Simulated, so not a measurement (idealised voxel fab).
Presented below is a process module, voxel plated lines.
Section shown: cut. Width: 170 nm. Cell size: 5 nm, square.
Cross-section = grid of square cells, listed top down in bands; band = one or more rows. A band entry consists of two parts. The first gives the height of the band's top and the height of its bottom, in nm. The rest lists the band's materials from left to right, each with its width in nm. A single material labelled with the word "all across" fills the band from edge to edge, and the word "empty" marks empty space. Height 0 is the level under which the wafer as received is all one material. The lowest band goes on downwards, as in "0 and below". Top row gets the first number, bottom row gets the second, and each row in between changes by the same step: that is how a band width like "30->40" works. "same as before" for a step: no cell of the cross-section changed in that step. The entry "Closed cavity list" lists the empty spaces that cover at least 8 cells and have no open path to the top. Each is written as width x height at distance, where the distance is measured from the left edge and all three values are in nm. Step line, after settings: the simulator's comment on this step. "overlay nm" on a masked step: distance the mask lay right of its planned place, negative for left.

-- So here's the lineup of process steps we planned
1. RECEIVE [material Si]
2. CONFORMAL_DEP [material SiN] [thk nm 5]
3. DIRECTIONAL_DEP [material TiN] [thk nm 5]
4. PATTERN [tone open] [mask id LINES] [material resist] [width nm 25] [pitch nm 40] [thk nm 25] [overlay nm 0]
5. EPI [material Ru] [thk nm 5]
6. EPI [material Ru] [thk nm 5]
7. STRIP [etch materials resist]
8. DIRECTIONAL_ETCH [etch materials TiN] [depth nm 5]
9. CONFORMAL_DEP [material SiO2] [thk nm 5]

-- First of two wafers, with the run carried out as planned

-- Wafer as received: cross-section following step 1
> 0 and below | Si all across
> Closed cavity list: none

-- Cross-sectional representation of the wafer at the conclusion of step 2
> 5 down to 0 | SiN all across
> Everything below 0 is unchanged.

-- Cross-sectional representation of the wafer at the conclusion of step 3
> 10 down to 5 | TiN all across
> Everything below 5 is unchanged.

-- Cross-sectional representation of the wafer at the conclusion of step 4
> 35 down to 10 | resist (50)  empty (25)  resist (15)  empty (25)  resist (55)
> Everything below 10 is unchanged.

-- Cross-sectional representation of the wafer at the conclusion of step 5
> 35 down to 15 | resist (50)  empty (25)  resist (15)  empty (25)  resist (55)
> 15 down to 10 | resist (50)  Ru (25)  resist (15)  Ru (25)  resist (55)
> Everything below 10 is unchanged.

-- Cross-sectional representation of the wafer at the conclusion of step 6
> 35 down to 20 | resist (50)  empty (25)  resist (15)  empty (25)  resist (55)
> 20 down to 10 | resist (50)  Ru (25)  resist (15)  Ru (25)  resist (55)
> Everything below 10 is unchanged.

-- Cross-sectional representation of the wafer at the conclusion of step 7
> 20 down to 10 | empty (50)  Ru (25)  empty (15)  Ru (25)  empty (55)
> Everything below 10 is unchanged.

-- Cross-sectional representation of the wafer at the conclusion of step 8
> 20 down to 10 | empty (50)  Ru (25)  empty (15)  Ru (25)  empty (55)
> 10 down to 5 | empty (50)  TiN (25)  empty (15)  TiN (25)  empty (55)
> Everything below 5 is unchanged.

-- Cross-sectional representation of the wafer at the conclusion of step 9
> 25 down to 20 | empty (45)  SiO2 (35)  empty (5)  SiO2 (35)  empty (50)
> 20 down to 10 | empty (45)  SiO2 (5)  Ru (25)  SiO2 (5)  empty (5)  SiO2 (5)  Ru (25)  SiO2 (5)  empty (50)
> 10 down to 5 | SiO2 (50)  TiN (25)  SiO2 (15)  TiN (25)  SiO2 (55)
> Everything below 5 is unchanged.

-- Now the other wafer: same start, same recipe, but we messed up one thing when running it. Up to and including step 8 it's the same as the first one

-- Second wafer cross-section, taken as of the time the plan sets for step 9 to be done
> 35 down to 20 | empty (35)  SiO2 (95)  empty (40)
> 20 down to 10 | SiO2 (50)  Ru (25)  SiO2 (15)  Ru (25)  SiO2 (55)
> 10 down to 5 | SiO2 (50)  TiN (25)  SiO2 (15)  TiN (25)  SiO2 (55)
> Everything below 5 is unchanged.
Which mistake was made when the wafer was run? step 9 was processed under conditions differing from the plan, specifically as CONFORMAL_DEP [material SiO2] [thk nm 15]
Bottom line after processing is that, in cells, the second wafer is up or down on some materials versus the first: 83 more of SiO2
